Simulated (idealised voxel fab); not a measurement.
The following is a process module called voxel self aligned vias.
This is section cut - it's 250 nm across, gridded in 5 nm square cells.
In what follows, cross-sections appear as grids of square cells, described through bands that run from the top down, where every band is one or more rows of cells. The band entry comprises the height of the band's top followed by the height of its bottom, expressed in nm, and subsequently the band's materials from left to right, each stated together with its width in nm. Where a single material is marked with the word "everywhere", that material fills the band from edge to edge. The word "air" represents empty space. Counting heights begins at 0, where everything beneath is, in the wafer as received, one material. The lowest band has no bottom; it goes on downwards, as "0 down" shows. Note: "30..40" means the width goes from the first number (top row of the band) to the second number (bottom row) in equal steps per row of cells. No cell of the cross-section changed in a step that is given as "identical to before". You'll see "Non-vented voids" listing empty spaces that have no way open to the top, as long as they're 8 cells or more; the notation is width x height at distance, where the distance is from the left edge, and all of it is in nm. Heads up: the bit after the settings on a step's line is the simulator's remark on that step. For masked steps, "overlay nm" on the step line gives how far right of plan the mask actually lay; a minus sign means it lay to the left.

### plan
1,RECEIVE | material Si
2,CONFORMAL_DEP | material SiO2 | thk nm 15
3,CONFORMAL_DEP | material SiCN | thk nm 5
4,DIRECTIONAL_DEP | material lowk | thk nm 25
5,MASKED_ETCH | tone open | mask id LINES | width nm 25 | pitch nm 60 | etch materials lowk | depth nm 25 | overlay nm 0
6,CONFORMAL_DEP | material TiN | thk nm 5
7,FILL_DEP | material W | thk nm 5
8,CMP | height nm 45
9,SELECTIVE_ETCH | etch materials W Ru TiN | depth nm 10
10,FILL_DEP | material SiN | thk nm 5
11,CMP | height nm 45
12,DIRECTIONAL_DEP | material lowk | thk nm 20
13,DIRECTIONAL_DEP | material aC | thk nm 10
14,PATTERN | tone open | mask id VIAS | material resist | width nm 45 | pitch nm 60 | thk nm 30 | overlay nm 0
15,DIRECTIONAL_ETCH | etch materials aC | depth nm 10
16,STRIP | etch materials resist
17,DIRECTIONAL_ETCH | etch materials lowk | depth nm 20
18,DIRECTIONAL_ETCH | etch materials SiN | depth nm 10
19,STRIP | etch materials aC
20,CONFORMAL_DEP | material TiN | thk nm 5
21,FILL_DEP | material Cu | thk nm 10
22,CMP | height nm 65
23,CONFORMAL_DEP | material SiCN | thk nm 5

### First of two wafers - as planned

### Step 1 complete: cross-section of the wafer as received
  0 down = Si everywhere
  Non-vented voids: none

### So this is the wafer cross-section right after step 2
  15 to 0 = SiO2 everywhere
  Below 0, no change.

### So this is the wafer cross-section right after step 3
  20 to 15 = SiCN everywhere
  Below 15, no change.

### So this is the wafer cross-section right after step 4
  45 to 20 = lowk everywhere
  Below 20, no change.

### So this is the wafer cross-section right after step 5
  45 to 20 = lowk 80 nm / air 25 nm / lowk 35 nm / air 25 nm / lowk 85 nm
  Below 20, no change.

### So this is the wafer cross-section right after step 6
  50 to 45 = TiN 85 nm / air 15 nm / TiN 45 nm / air 15 nm / TiN 90 nm
  45 to 25 = lowk 80 nm / TiN 5 nm / air 15 nm / TiN 5 nm / lowk 35 nm / TiN 5 nm / air 15 nm / TiN 5 nm / lowk 85 nm
  25 to 20 = lowk 80 nm / TiN 25 nm / lowk 35 nm / TiN 25 nm / lowk 85 nm
  Below 20, no change.

### So this is the wafer cross-section right after step 7
  55 to 50 = W everywhere
  50 to 45 = TiN 85 nm / W 15 nm / TiN 45 nm / W 15 nm / TiN 90 nm
  45 to 25 = lowk 80 nm / TiN 5 nm / W 15 nm / TiN 5 nm / lowk 35 nm / TiN 5 nm / W 15 nm / TiN 5 nm / lowk 85 nm
  Below 25, no change.

### So this is the wafer cross-section right after step 8
  45 to 25 = lowk 80 nm / TiN 5 nm / W 15 nm / TiN 5 nm / lowk 35 nm / TiN 5 nm / W 15 nm / TiN 5 nm / lowk 85 nm
  Below 25, no change.

### So this is the wafer cross-section right after step 9
  45 to 35 = lowk 80 nm / air 25 nm / lowk 35 nm / air 25 nm / lowk 85 nm
  Below 35, no change.

### So this is the wafer cross-section right after step 10
  50 to 45 = SiN everywhere
  45 to 35 = lowk 80 nm / SiN 25 nm / lowk 35 nm / SiN 25 nm / lowk 85 nm
  Below 35, no change.

### So this is the wafer cross-section right after step 11
  45 to 35 = lowk 80 nm / SiN 25 nm / lowk 35 nm / SiN 25 nm / lowk 85 nm
  Below 35, no change.

### So this is the wafer cross-section right after step 12
  65 to 45 = lowk everywhere
  Below 45, no change.

### So this is the wafer cross-section right after step 13
  75 to 65 = aC everywhere
  Below 65, no change.

### So this is the wafer cross-section right after step 14
  105 to 75 = resist 70 nm / air 45 nm / resist 15 nm / air 45 nm / resist 75 nm
  Below 75, no change.

### So this is the wafer cross-section right after step 15
  95 to 75 = resist 70 nm / air 45 nm / resist 15 nm / air 45 nm / resist 75 nm
  75 to 65 = aC 70 nm / air 45 nm / aC 15 nm / air 45 nm / aC 75 nm
  Below 65, no change.

### So this is the wafer cross-section right after step 16
  75 to 65 = aC 70 nm / air 45 nm / aC 15 nm / air 45 nm / aC 75 nm
  Below 65, no change.

### So this is the wafer cross-section right after step 17
  75 to 65 = aC 70 nm / air 45 nm / aC 15 nm / air 45 nm / aC 75 nm
  65 to 45 = lowk 70 nm / air 45 nm / lowk 15 nm / air 45 nm / lowk 75 nm
  Below 45, no change.

### So this is the wafer cross-section right after step 18
  75 to 65 = aC 70 nm / air 45 nm / aC 15 nm / air 45 nm / aC 75 nm
  65 to 45 = lowk 70 nm / air 45 nm / lowk 15 nm / air 45 nm / lowk 75 nm
  45 to 35 = lowk 80 nm / air 25 nm / lowk 35 nm / air 25 nm / lowk 85 nm
  Below 35, no change.

### So this is the wafer cross-section right after step 19
  65 to 45 = lowk 70 nm / air 45 nm / lowk 15 nm / air 45 nm / lowk 75 nm
  Below 45, no change.

### So this is the wafer cross-section right after step 20
  70 to 65 = TiN 75 nm / air 35 nm / TiN 25 nm / air 35 nm / TiN 80 nm
  65 to 50 = lowk 70 nm / TiN 5 nm / air 35 nm / TiN 5 nm / lowk 15 nm / TiN 5 nm / air 35 nm / TiN 5 nm / lowk 75 nm
  50 to 40 = lowk 70..80 nm / TiN 15..5 nm / air 15 nm / TiN 15..5 nm / lowk 15..35 nm / TiN 15..5 nm / air 15 nm / TiN 15..5 nm / lowk 75..85 nm
  40 to 35 = lowk 80 nm / TiN 25 nm / lowk 35 nm / TiN 25 nm / lowk 85 nm
  Below 35, no change.

### So this is the wafer cross-section right after step 21
  80 to 70 = Cu everywhere
  70 to 65 = TiN 75 nm / Cu 35 nm / TiN 25 nm / Cu 35 nm / TiN 80 nm
  65 to 50 = lowk 70 nm / TiN 5 nm / Cu 35 nm / TiN 5 nm / lowk 15 nm / TiN 5 nm / Cu 35 nm / TiN 5 nm / lowk 75 nm
  50 to 40 = lowk 70..80 nm / TiN 15..5 nm / Cu 15 nm / TiN 15..5 nm / lowk 15..35 nm / TiN 15..5 nm / Cu 15 nm / TiN 15..5 nm / lowk 75..85 nm
  Below 40, no change.

### So this is the wafer cross-section right after step 22
  65 to 50 = lowk 70 nm / TiN 5 nm / Cu 35 nm / TiN 5 nm / lowk 15 nm / TiN 5 nm / Cu 35 nm / TiN 5 nm / lowk 75 nm
  Below 50, no change.

### So this is the wafer cross-section right after step 23
  70 to 65 = SiCN everywhere
  Below 65, no change.

### Notes, second wafer: start = first wafer's, plan = first wafer's, execution had one mistake; history identical to first through step 21

Second wafer shown in cross-section at the time step 22 was slated to end: identical to before

### Second wafer shown in cross-section at the time step 23 was slated to end
  85 to 80 = SiCN everywhere
  Below 80, no change.
Want to know what went wrong? with respect to the plan, step 22 was omitted and not executed
at the end the second wafer has, in cells: +114 Cu, +36 TiN
